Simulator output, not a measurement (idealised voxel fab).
Process module, titled voxel self aligned vias
Each square cell in cross-section cut measures 5 nm, and the section as a whole is 300 nm wide.
Cross-section spec: square-cell grid; bands listed top down; each band is one or more rows. Top height, bottom height, nm. Materials left to right, width each, nm. Single material + "all across" = fills band edge to edge. "blank" = empty. Heads up on the height convention: 0 is the point under which the incoming wafer is all one material, and the lowest band has no bottom, it just keeps going down, like "0 down". A width given as "30 to 40" starts at the first number in the band's top row and ends at the second number in its bottom row, shifting by an equal amount at every step from row to row. You'll sometimes find "nothing got changed" written for a step, and that's the way of saying that nowhere in the cross-section did a cell change during that step. This entry, "Sealed-off cavities", enumerates those empty regions of no fewer than 8 cells that possess no open connection to the top. Each region is reported in the form width x height at distance, the distance being taken from the left edge, with all three quantities expressed in nm. Text after the settings on a step's line: the simulator's own remark on that step. When a step includes a mask, the "overlay nm" setting on its line states how far to the right of its planned place that mask lay, and negative values state how far to the left.

[Intended process steps]
1) RECEIVE | material Si
2) CONFORMAL_DEP | material SiO2 | thk nm 10
3) CONFORMAL_DEP | material SiCN | thk nm 5
4) DIRECTIONAL_DEP | material lowk | thk nm 25
5) PATTERN | tone open | mask id LINES | material resist | width nm 25 | pitch nm 50 | thk nm 20 | overlay nm 0
6) DIRECTIONAL_ETCH | etch materials lowk | depth nm 25
7) STRIP | etch materials resist
8) CONFORMAL_DEP | material TiN | thk nm 5
9) FILL_DEP | material W | thk nm 5
10) CMP | height nm 40
11) SELECTIVE_ETCH | etch materials W Ru TiN | depth nm 5
12) FILL_DEP | material SiN | thk nm 10
13) CMP | height nm 40
14) DIRECTIONAL_DEP | material lowk | thk nm 15
15) MASKED_ETCH | tone open | mask id VIAS | width nm 35 | pitch nm 50 | etch materials lowk | depth nm 15 | overlay nm 0
16) MASKED_ETCH | tone open | mask id VIAS | width nm 35 | pitch nm 50 | etch materials SiN | depth nm 5 | overlay nm 0
17) CONFORMAL_DEP | material TiN | thk nm 5
18) FILL_DEP | material Cu | thk nm 10
19) CMP | height nm 55
20) CONFORMAL_DEP | material SiN | thk nm 5

[Below: the first of two wafers, run as planned]

[Delivered wafer in cross-section: state after step 1]
* 0 down: Si all across
* Sealed-off cavities: none

[So this is the wafer cross-section right after step 2]
* 10 to 0: SiO2 all across
* For the remainder of the cross-section, below 0, there is no change.

[So this is the wafer cross-section right after step 3]
* 15 to 10: SiCN all across
* For the remainder of the cross-section, below 10, there is no change.

[So this is the wafer cross-section right after step 4]
* 40 to 15: lowk all across
* For the remainder of the cross-section, below 15, there is no change.

[So this is the wafer cross-section right after step 5]
* 60 to 40: 110 resist | 25 blank | 25 resist | 25 blank | 115 resist
* For the remainder of the cross-section, below 40, there is no change.

[So this is the wafer cross-section right after step 6]
* 60 to 40: 110 resist | 25 blank | 25 resist | 25 blank | 115 resist
* 40 to 15: 110 lowk | 25 blank | 25 lowk | 25 blank | 115 lowk
* For the remainder of the cross-section, below 15, there is no change.

[So this is the wafer cross-section right after step 7]
* 40 to 15: 110 lowk | 25 blank | 25 lowk | 25 blank | 115 lowk
* For the remainder of the cross-section, below 15, there is no change.

[So this is the wafer cross-section right after step 8]
* 45 to 40: 115 TiN | 15 blank | 35 TiN | 15 blank | 120 TiN
* 40 to 20: 110 lowk | 5 TiN | 15 blank | 5 TiN | 25 lowk | 5 TiN | 15 blank | 5 TiN | 115 lowk
* 20 to 15: 110 lowk | 25 TiN | 25 lowk | 25 TiN | 115 lowk
* For the remainder of the cross-section, below 15, there is no change.

[So this is the wafer cross-section right after step 9]
* 50 to 45: W all across
* 45 to 40: 115 TiN | 15 W | 35 TiN | 15 W | 120 TiN
* 40 to 20: 110 lowk | 5 TiN | 15 W | 5 TiN | 25 lowk | 5 TiN | 15 W | 5 TiN | 115 lowk
* For the remainder of the cross-section, below 20, there is no change.

[So this is the wafer cross-section right after step 10]
* 40 to 20: 110 lowk | 5 TiN | 15 W | 5 TiN | 25 lowk | 5 TiN | 15 W | 5 TiN | 115 lowk
* For the remainder of the cross-section, below 20, there is no change.

[So this is the wafer cross-section right after step 11]
* 40 to 35: 110 lowk | 25 blank | 25 lowk | 25 blank | 115 lowk
* For the remainder of the cross-section, below 35, there is no change.

[So this is the wafer cross-section right after step 12]
* 50 to 40: SiN all across
* 40 to 35: 110 lowk | 25 SiN | 25 lowk | 25 SiN | 115 lowk
* For the remainder of the cross-section, below 35, there is no change.

[So this is the wafer cross-section right after step 13]
* 40 to 35: 110 lowk | 25 SiN | 25 lowk | 25 SiN | 115 lowk
* For the remainder of the cross-section, below 35, there is no change.

[So this is the wafer cross-section right after step 14]
* 55 to 40: lowk all across
* For the remainder of the cross-section, below 40, there is no change.

[So this is the wafer cross-section right after step 15]
* 55 to 40: 105 lowk | 35 blank | 15 lowk | 35 blank | 110 lowk
* For the remainder of the cross-section, below 40, there is no change.

[So this is the wafer cross-section right after step 16]
* 55 to 40: 105 lowk | 35 blank | 15 lowk | 35 blank | 110 lowk
* 40 to 35: 110 lowk | 25 blank | 25 lowk | 25 blank | 115 lowk
* For the remainder of the cross-section, below 35, there is no change.

[So this is the wafer cross-section right after step 17]
* 60 to 55: 110 TiN | 25 blank | 25 TiN | 25 blank | 115 TiN
* 55 to 45: 105 lowk | 5 TiN | 25 blank | 5 TiN | 15 lowk | 5 TiN | 25 blank | 5 TiN | 110 lowk
* 45 to 40: 105 lowk | 10 TiN | 15 blank | 10 TiN | 15 lowk | 10 TiN | 15 blank | 10 TiN | 110 lowk
* 40 to 35: 110 lowk | 25 TiN | 25 lowk | 25 TiN | 115 lowk
* For the remainder of the cross-section, below 35, there is no change.

[So this is the wafer cross-section right after step 18]
* 70 to 60: Cu all across
* 60 to 55: 110 TiN | 25 Cu | 25 TiN | 25 Cu | 115 TiN
* 55 to 45: 105 lowk | 5 TiN | 25 Cu | 5 TiN | 15 lowk | 5 TiN | 25 Cu | 5 TiN | 110 lowk
* 45 to 40: 105 lowk | 10 TiN | 15 Cu | 10 TiN | 15 lowk | 10 TiN | 15 Cu | 10 TiN | 110 lowk
* For the remainder of the cross-section, below 40, there is no change.

[So this is the wafer cross-section right after step 19]
* 55 to 45: 105 lowk | 5 TiN | 25 Cu | 5 TiN | 15 lowk | 5 TiN | 25 Cu | 5 TiN | 110 lowk
* For the remainder of the cross-section, below 45, there is no change.

[So this is the wafer cross-section right after step 20]
* 60 to 55: SiN all across
* For the remainder of the cross-section, below 55, there is no change.

[Companion wafer, the second of two: same beginning, same intended sequence, one mistake in carrying it out; through step 1 inclusive it tracks the first exactly]

[Second wafer, section view, time point: scheduled end of step 2]
* 5 to 0: SiCN all across
* For the remainder of the cross-section, below 0, there is no change.

[Second wafer, section view, time point: scheduled end of step 3]
* 15 to 5: SiO2 all across
* For the remainder of the cross-section, below 5, there is no change.

[Second wafer, section view, time point: scheduled end of step 4]
* 40 to 15: lowk all across
* For the remainder of the cross-section, below 15, there is no change.

[Second wafer, section view, time point: scheduled end of step 5]
* 60 to 40: 110 resist | 25 blank | 25 resist | 25 blank | 115 resist
* For the remainder of the cross-section, below 40, there is no change.

[Second wafer, section view, time point: scheduled end of step 6]
* 60 to 40: 110 resist | 25 blank | 25 resist | 25 blank | 115 resist
* 40 to 15: 110 lowk | 25 blank | 25 lowk | 25 blank | 115 lowk
* For the remainder of the cross-section, below 15, there is no change.

[Second wafer, section view, time point: scheduled end of step 7]
* 40 to 15: 110 lowk | 25 blank | 25 lowk | 25 blank | 115 lowk
* For the remainder of the cross-section, below 15, there is no change.

[Second wafer, section view, time point: scheduled end of step 8]
* 45 to 40: 115 TiN | 15 blank | 35 TiN | 15 blank | 120 TiN
* 40 to 20: 110 lowk | 5 TiN | 15 blank | 5 TiN | 25 lowk | 5 TiN | 15 blank | 5 TiN | 115 lowk
* 20 to 15: 110 lowk | 25 TiN | 25 lowk | 25 TiN | 115 lowk
* For the remainder of the cross-section, below 15, there is no change.

[Second wafer, section view, time point: scheduled end of step 9]
* 50 to 45: W all across
* 45 to 40: 115 TiN | 15 W | 35 TiN | 15 W | 120 TiN
* 40 to 20: 110 lowk | 5 TiN | 15 W | 5 TiN | 25 lowk | 5 TiN | 15 W | 5 TiN | 115 lowk
* For the remainder of the cross-section, below 20, there is no change.

[Second wafer, section view, time point: scheduled end of step 10]
* 40 to 20: 110 lowk | 5 TiN | 15 W | 5 TiN | 25 lowk | 5 TiN | 15 W | 5 TiN | 115 lowk
* For the remainder of the cross-section, below 20, there is no change.

[Second wafer, section view, time point: scheduled end of step 11]
* 40 to 35: 110 lowk | 25 blank | 25 lowk | 25 blank | 115 lowk
* For the remainder of the cross-section, below 35, there is no change.

[Second wafer, section view, time point: scheduled end of step 12]
* 50 to 40: SiN all across
* 40 to 35: 110 lowk | 25 SiN | 25 lowk | 25 SiN | 115 lowk
* For the remainder of the cross-section, below 35, there is no change.

[Second wafer, section view, time point: scheduled end of step 13]
* 40 to 35: 110 lowk | 25 SiN | 25 lowk | 25 SiN | 115 lowk
* For the remainder of the cross-section, below 35, there is no change.

[Second wafer, section view, time point: scheduled end of step 14]
* 55 to 40: lowk all across
* For the remainder of the cross-section, below 40, there is no change.

[Second wafer, section view, time point: scheduled end of step 15]
* 55 to 40: 105 lowk | 35 blank | 15 lowk | 35 blank | 110 lowk
* For the remainder of the cross-section, below 40, there is no change.

[Second wafer, section view, time point: scheduled end of step 16]
* 55 to 40: 105 lowk | 35 blank | 15 lowk | 35 blank | 110 lowk
* 40 to 35: 110 lowk | 25 blank | 25 lowk | 25 blank | 115 lowk
* For the remainder of the cross-section, below 35, there is no change.

[Second wafer, section view, time point: scheduled end of step 17]
* 60 to 55: 110 TiN | 25 blank | 25 TiN | 25 blank | 115 TiN
* 55 to 45: 105 lowk | 5 TiN | 25 blank | 5 TiN | 15 lowk | 5 TiN | 25 blank | 5 TiN | 110 lowk
* 45 to 40: 105 lowk | 10 TiN | 15 blank | 10 TiN | 15 lowk | 10 TiN | 15 blank | 10 TiN | 110 lowk
* 40 to 35: 110 lowk | 25 TiN | 25 lowk | 25 TiN | 115 lowk
* For the remainder of the cross-section, below 35, there is no change.

[Second wafer, section view, time point: scheduled end of step 18]
* 70 to 60: Cu all across
* 60 to 55: 110 TiN | 25 Cu | 25 TiN | 25 Cu | 115 TiN
* 55 to 45: 105 lowk | 5 TiN | 25 Cu | 5 TiN | 15 lowk | 5 TiN | 25 Cu | 5 TiN | 110 lowk
* 45 to 40: 105 lowk | 10 TiN | 15 Cu | 10 TiN | 15 lowk | 10 TiN | 15 Cu | 10 TiN | 110 lowk
* For the remainder of the cross-section, below 40, there is no change.

[Second wafer, section view, time point: scheduled end of step 19]
* 55 to 45: 105 lowk | 5 TiN | 25 Cu | 5 TiN | 15 lowk | 5 TiN | 25 Cu | 5 TiN | 110 lowk
* For the remainder of the cross-section, below 45, there is no change.

[Second wafer, section view, time point: scheduled end of step 20]
* 60 to 55: SiN all across
* For the remainder of the cross-section, below 55, there is no change.
What was the processing mistake? steps 2 and 3: order swapped relative to plan
Comparing end states, the material composition by cell count is preserved from the first wafer to the second, while the locations of the cells are not.
